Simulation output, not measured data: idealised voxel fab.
Module name: voxel gate over fins (process module)
Xsec cut, 270 nm wide, square cell size 5 nm.
We lay out every cross-section as a grid of square cells and spell it out in bands from the top down, where one band means one or more rows of cells.
Heights first: top, then bottom, in nm. Then materials, left to right, each with a width in nm. "throughout" on a single material: fills the band edge to edge. "air": empty space.
Height datum 0, below which the as-received substrate wafer is one material. Lowest band open at the bottom, running downward: "0 and below".
A width such as "30..40" changes by the same amount from each row of cells to the next, from the band's top row to its bottom row.
Reading "nothing altered" for a step: not a cell of the cross-section changed in it.
"Fully sealed cavities" - sealed voids, min. 8 cells, no opening to top; format: width x height at distance (distance from left edge; nm throughout).
Step line, after settings: the simulator's comment on this step.
A step line may carry the setting "overlay nm", which, for steps involving a mask, states the distance by which the mask lay to the right of its intended position; negative values denote displacement to the left.
So here's the lineup of process steps we planned:
1) RECEIVE [material Si]
2) CONFORMAL_DEP [material SiN] [thk nm 5]
3) PATTERN [tone cover] [mask id FINS] [material resist] [width nm 15] [pitch nm 40] [thk nm 15] [overlay nm 0]
4) DIRECTIONAL_ETCH [etch materials SiN] [depth nm 5]
5) DIRECTIONAL_ETCH [etch materials Si] [depth nm 30]
6) STRIP [etch materials resist]
7) OXIDIZE [depth nm 5]
8) FILL_DEP [material SiO2] [thk nm 10]
9) CMP [height nm 5]
10) SELECTIVE_ETCH [etch materials SiO2] [depth nm 15]
11) STRIP [etch materials SiN]
12) CONFORMAL_DEP [material HfO2] [thk nm 5]
13) CONFORMAL_DEP [material TiN] [thk nm 5]
14) FILL_DEP [material W] [thk nm 10]
15) CMP [height nm 15]
16) CONFORMAL_DEP [material SiN] [thk nm 5]
Incoming wafer in cross-section (state: after step 1):
    0 and below  Si throughout
    Fully sealed cavities: none
Final cross-section, module run with one mistake (start and plan as above):
    20 down to 15  SiN throughout
    15 down to 10  W throughout
    10 down to 5  75 W  35 TiN  5 W  35 TiN  5 W  35 TiN  80 W
    5 down to 0  75 W  5 TiN  25 HfO2  5 TiN  5 W  5 TiN  25 HfO2  5 TiN  5 W  5 TiN  25 HfO2  5 TiN  80 W
    0 down to -5  80 TiN  5 HfO2  15 Si  5 HfO2  15 TiN  5 HfO2  15 Si  5 HfO2  15 TiN  5 HfO2  15 Si  5 HfO2  85 TiN
    -5 down to -10  85 HfO2  15 Si  25 HfO2  15 Si  25 HfO2  15 Si  90 HfO2
    -10 down to -35  85 SiO2  15 Si  25 SiO2  15 Si  25 SiO2  15 Si  90 SiO2
    -35 and below  Si throughout
    Fully sealed cavities: none
Short version of what went wrong: step 3 deviated from plan and actually ran as PATTERN [tone cover] [mask id FINS] [material resist] [width nm 25] [pitch nm 40] [thk nm 15] [overlay nm 0]
